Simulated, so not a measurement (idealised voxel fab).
process module | voxel ribs on slabs
cross-section cut | 295 nm wide | cells 5 nm
A cross-section is a grid of square cells, given in bands from the top down. A band is one or more rows of cells.
Each band's line starts with the height of the band's top and of its bottom, in nm. Then come its materials from left to right, each with its width in nm. One material with "throughout" fills the band from edge to edge. "air" is empty space.
Height 0 is the level under which the wafer as received is all one material. The lowest band goes on downwards, as in "0 down".
A width such as "30 to 40" changes by the same amount from each row of cells to the next, from the band's top row to its bottom row.
"no change" after a step means that no cell of the cross-section changed.
closed voids: empty space of 8 cells or more with no open way to the top, each as width x height at its distance from the left edge, in nm
after a step's settings: what the simulator itself notes on the step
overlay nm, on a step with a mask: how far to the right of its planned place the mask lay; to the left if negative
plan
1 op RECEIVE | material Si
2 op DIRECTIONAL_DEP | material SiO2 | thk nm 30
3 op DIRECTIONAL_DEP | material polySi | thk nm 25
4 op PATTERN | tone cover | mask id RIB | material resist | width nm 30 | thk nm 20 | overlay nm 0
5 op DIRECTIONAL_ETCH | etch materials polySi | depth nm 15
6 op STRIP | etch materials resist
7 op MASKED_ETCH | tone cover | mask id SLAB | width nm 60 | etch materials polySi | depth nm 10 | overlay nm 0
8 op FILL_DEP | material SiO2 | thk nm 30
9 op CMP | height nm 75
10 op DIRECTIONAL_DEP | material W | thk nm 5
11 op DIRECTIONAL_DEP | material aC | thk nm 10
12 op PATTERN | tone cover | mask id HEATER | material resist | width nm 40 | thk nm 25 | overlay nm 0
13 op DIRECTIONAL_ETCH | etch materials aC | depth nm 10
14 op STRIP | etch materials resist
15 op DIRECTIONAL_ETCH | etch materials W | depth nm 5
16 op STRIP | etch materials aC
17 op CONFORMAL_DEP | material SiO2 | thk nm 5
varied across the wafers: thk nm of step 17. The plan shows the first wafer's value. All wafers start alike
first wafer as received, after step 1
  0 down: Si throughout
  closed voids: none
each wafer at the end: cells of each material gained (+) or lost (-) since it was received, then its closed voids
thk nm 5 | +904 SiO2 | +8 W | +42 polySi | closed voids: none
thk nm 10 | +965 SiO2 | +8 W | +42 polySi | closed voids: none
thk nm 15 | +1026 SiO2 | +8 W | +42 polySi | closed voids: none
thk nm 20 | +1087 SiO2 | +8 W | +42 polySi | closed voids: none
thk nm 25 | +1148 SiO2 | +8 W | +42 polySi | closed voids: none
